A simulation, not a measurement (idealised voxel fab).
Title: Process Module voxel released beams
The width of the displayed cross-section, cut, is 180 nm; its cells are square, with a size of 5 nm.
A cross-section is a grid of square cells, given in bands from the top down. A band is one or more rows of cells. It is stipulated that each band's entry specify, in nanometres, the height of the top of the band and then that of its bottom, followed by the materials of the band in left-to-right sequence, each together with its width in nanometres. A single material marked by the word "full width" is understood to fill the band from edge to edge; the word "air" is understood to denote empty space. All heights in this document are referenced to 0, defined as the level beneath which the wafer, as received, consists entirely of one material. The lowest band is not bounded below; it extends indefinitely downward and is written in the form "top 0, no bottom". Width spec "30..40" -> top row of cells at first value, bottom row at second value, equal per-row change in between. "all unchanged", as given for a step, is the statement that not any cell of the cross-section underwent a change during that step. Closed-off voids of 8+ cells (no open route to the top) go in "Enclosed void listing", written width x height at distance from the left edge, in nm. On each step's line, the part that comes after the settings is the simulator's own comment on the step. overlay nm: mask offset rightward from planned place, masked step; negative means leftward offset.

## So here's the lineup of process steps we planned
1,RECEIVE (material Si)
2,CONFORMAL_DEP (material Al2O3; thk nm 5)
3,DIRECTIONAL_DEP (material SiO2; thk nm 20)
4,PATTERN (tone open; mask id ANCHOR; material resist; width nm 40; thk nm 20; overlay nm 0)
5,DIRECTIONAL_ETCH (etch materials SiO2; depth nm 20)
6,STRIP (etch materials resist)
7,CONFORMAL_DEP (material polySi; thk nm 15)
8,DIRECTIONAL_DEP (material aC; thk nm 10)
9,PATTERN (tone cover; mask id BEAM; material resist; width nm 120; thk nm 25; overlay nm 0)
10,DIRECTIONAL_ETCH (etch materials aC; depth nm 10)
11,STRIP (etch materials resist)
12,DIRECTIONAL_ETCH (etch materials polySi; depth nm 15)
13,STRIP (etch materials aC)
14,STRIP (etch materials SiO2)

## First of two wafers, processed according to plan

## Received-state cross-section, reflecting completion of step 1
> top 0, no bottom  Si full width
> Enclosed void listing: none

## after step 2
> top 5, bottom 0  Al2O3 full width
> below 0: unchanged

## after step 3
> top 25, bottom 5  SiO2 full width
> below 5: unchanged

## after step 4
> top 45, bottom 25  resist 30, then air 40, then resist 110
> below 25: unchanged

## after step 5
> top 45, bottom 25  resist 30, then air 40, then resist 110
> top 25, bottom 5  SiO2 30, then air 40, then SiO2 110
> below 5: unchanged

## after step 6
> top 25, bottom 5  SiO2 30, then air 40, then SiO2 110
> below 5: unchanged

## after step 7
> top 40, bottom 25  polySi 45, then air 10, then polySi 125
> top 25, bottom 20  SiO2 30, then polySi 15, then air 10, then polySi 15, then SiO2 110
> top 20, bottom 5  SiO2 30, then polySi 40, then SiO2 110
> below 5: unchanged

## after step 8
> top 50, bottom 40  aC 45, then air 10, then aC 125
> top 40, bottom 30  polySi 45, then air 10, then polySi 125
> top 30, bottom 25  polySi 45, then aC 10, then polySi 125
> top 25, bottom 20  SiO2 30, then polySi 15, then aC 10, then polySi 15, then SiO2 110
> below 20: unchanged

## after step 9
> top 75, bottom 50  air 25, then resist 120, then air 35
> top 50, bottom 40  aC 45, then resist 10, then aC 125
> top 40, bottom 30  polySi 45, then resist 10, then polySi 125
> below 30: unchanged

## after step 10
> top 65, bottom 50  air 25, then resist 120, then air 35
> top 50, bottom 40  air 25, then aC 20, then resist 10, then aC 90, then air 35
> below 40: unchanged

## after step 11
> top 50, bottom 40  air 25, then aC 20, then air 10, then aC 90, then air 35
> top 40, bottom 30  polySi 45, then air 10, then polySi 125
> below 30: unchanged

## after step 12
> top 50, bottom 40  air 25, then aC 20, then air 10, then aC 90, then air 35
> top 40, bottom 30  air 25, then polySi 20, then air 10, then polySi 90, then air 35
> top 30, bottom 25  air 25, then polySi 20, then aC 10, then polySi 90, then air 35
> below 25: unchanged

## after step 13
> top 40, bottom 25  air 25, then polySi 20, then air 10, then polySi 90, then air 35
> top 25, bottom 20  SiO2 30, then polySi 15, then air 10, then polySi 15, then SiO2 110
> below 20: unchanged

## after step 14
> top 40, bottom 25  air 25, then polySi 20, then air 10, then polySi 90, then air 35
> top 25, bottom 20  air 30, then polySi 15, then air 10, then polySi 15, then air 110
> top 20, bottom 5  air 30, then polySi 40, then air 110
> below 5: unchanged

## Here the second wafer is described. Its start and its plan were those of the first wafer. Its run contained one mistake. Up to and including step 2, it did exactly what the first wafer did

## The second wafer cut through, at the time step 3 was supposed to be finished
> top 20, bottom 5  SiO2 full width
> below 5: unchanged

## The second wafer cut through, at the time step 4 was supposed to be finished
> top 40, bottom 20  resist 30, then air 40, then resist 110
> below 20: unchanged

## The second wafer cut through, at the time step 5 was supposed to be finished
> top 40, bottom 20  resist 30, then air 40, then resist 110
> top 20, bottom 5  SiO2 30, then air 40, then SiO2 110
> below 5: unchanged

## The second wafer cut through, at the time step 6 was supposed to be finished
> top 20, bottom 5  SiO2 30, then air 40, then SiO2 110
> below 5: unchanged

## The second wafer cut through, at the time step 7 was supposed to be finished
> top 35, bottom 20  polySi 45, then air 10, then polySi 125
> top 20, bottom 5  SiO2 30, then polySi 40, then SiO2 110
> below 5: unchanged

## The second wafer cut through, at the time step 8 was supposed to be finished
> top 45, bottom 35  aC 45, then air 10, then aC 125
> top 35, bottom 30  polySi 45, then air 10, then polySi 125
> top 30, bottom 20  polySi 45, then aC 10, then polySi 125
> below 20: unchanged

## The second wafer cut through, at the time step 9 was supposed to be finished
> top 70, bottom 45  air 25, then resist 120, then air 35
> top 45, bottom 35  aC 45, then resist 10, then aC 125
> top 35, bottom 30  polySi 45, then resist 10, then polySi 125
> below 30: unchanged

## The second wafer cut through, at the time step 10 was supposed to be finished
> top 60, bottom 45  air 25, then resist 120, then air 35
> top 45, bottom 35  air 25, then aC 20, then resist 10, then aC 90, then air 35
> below 35: unchanged

## The second wafer cut through, at the time step 11 was supposed to be finished
> top 45, bottom 35  air 25, then aC 20, then air 10, then aC 90, then air 35
> top 35, bottom 30  polySi 45, then air 10, then polySi 125
> below 30: unchanged

## The second wafer cut through, at the time step 12 was supposed to be finished
> top 45, bottom 35  air 25, then aC 20, then air 10, then aC 90, then air 35
> top 35, bottom 30  air 25, then polySi 20, then air 10, then polySi 90, then air 35
> top 30, bottom 20  air 25, then polySi 20, then aC 10, then polySi 90, then air 35
> below 20: unchanged

## The second wafer cut through, at the time step 13 was supposed to be finished
> top 35, bottom 20  air 25, then polySi 20, then air 10, then polySi 90, then air 35
> below 20: unchanged

## The second wafer cut through, at the time step 14 was supposed to be finished
> top 35, bottom 20  air 25, then polySi 20, then air 10, then polySi 90, then air 35
> top 20, bottom 5  air 30, then polySi 40, then air 110
> below 5: unchanged
Against the plan, the run slipped here: step 3 was not run as planned; what actually ran was DIRECTIONAL_DEP (material SiO2; thk nm 15)
Final cells, second wafer relative to first, materials higher or lower: polySi -6
